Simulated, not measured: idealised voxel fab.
process module | voxel wiring stack
cross-section cut | 195 nm wide | cells 5 nm
A cross-section is a grid of square cells, given in bands from the top down. A band is one or more rows of cells.
Each band's line starts with the height of the band's top and of its bottom, in nm. Then come its materials from left to right, each with its width in nm. One material with "throughout" fills the band from edge to edge. "air" is empty space.
Height 0 is the level under which the wafer as received is all one material. The lowest band goes on downwards, as in "0 down".
A width such as "30 to 40" changes by the same amount from each row of cells to the next, from the band's top row to its bottom row.
"no change" after a step means that no cell of the cross-section changed.
closed voids: empty space of 8 cells or more with no open way to the top, each as width x height at its distance from the left edge, in nm
after a step's settings: what the simulator itself notes on the step
overlay nm, on a step with a mask: how far to the right of its planned place the mask lay; to the left if negative
plan
1 op RECEIVE | material Si
2 op CONFORMAL_DEP | material SiO2 | thk nm 15
3 op CONFORMAL_DEP | material SiN | thk nm 5
4 op DIRECTIONAL_DEP | material lowk | thk nm 25
5 op PATTERN | tone open | mask id METAL_1 | material resist | width nm 25 | pitch nm 45 | thk nm 20 | overlay nm 0
6 op DIRECTIONAL_ETCH | etch materials lowk | depth nm 25
7 op DIRECTIONAL_ETCH | etch materials SiN | depth nm 5
8 op STRIP | etch materials resist
9 op CONFORMAL_DEP | material TiN | thk nm 5
10 op FILL_DEP | material Cu | thk nm 5
11 op CMP | height nm 45
12 op CONFORMAL_DEP | material SiCN | thk nm 5
13 op DIRECTIONAL_DEP | material SiO2 | thk nm 10
14 op MASKED_ETCH | tone open | mask id PLUG_1 | width nm 15 | pitch nm 90 | etch materials SiO2 | depth nm 10 | overlay nm 0
15 op MASKED_ETCH | tone open | mask id PLUG_1 | width nm 15 | pitch nm 90 | etch materials SiCN | depth nm 5 | overlay nm 0
16 op EPI | material Ru | thk nm 10
17 op EPI | material Ru | thk nm 5
18 op CONFORMAL_DEP | material SiN | thk nm 5
19 op DIRECTIONAL_DEP | material lowk | thk nm 15
20 op PATTERN | tone open | mask id METAL_2 | material resist | width nm 25 | pitch nm 45 | thk nm 15 | overlay nm 0
21 op DIRECTIONAL_ETCH | etch materials lowk | depth nm 15
22 op DIRECTIONAL_ETCH | etch materials SiN | depth nm 5
23 op STRIP | etch materials resist
24 op CONFORMAL_DEP | material TiN | thk nm 5
25 op FILL_DEP | material Cu | thk nm 5
26 op CMP | height nm 80
27 op CONFORMAL_DEP | material SiCN | thk nm 5
varied across the wafers: overlay nm of step 15. The plan shows the first wafer's value. All wafers start alike
first wafer as received, after step 1
  0 down: Si throughout
  closed voids: none
each wafer at the end: cells of each material gained (+) or lost (-) since it was received, then its closed voids
overlay nm 0 | +96 Cu | +18 Ru | +72 SiCN | +38 SiN | +183 SiO2 | +104 TiN | +152 lowk | closed voids: none
overlay nm 5 | +96 Cu | +16 Ru | +74 SiCN | +38 SiN | +183 SiO2 | +104 TiN | +152 lowk | closed voids: none
overlay nm 10 | +96 Cu | +14 Ru | +76 SiCN | +38 SiN | +183 SiO2 | +104 TiN | +152 lowk | closed voids: none
overlay nm 15 | +96 Cu | +78 SiCN | +46 SiN | +183 SiO2 | +108 TiN | +152 lowk | closed voids: none
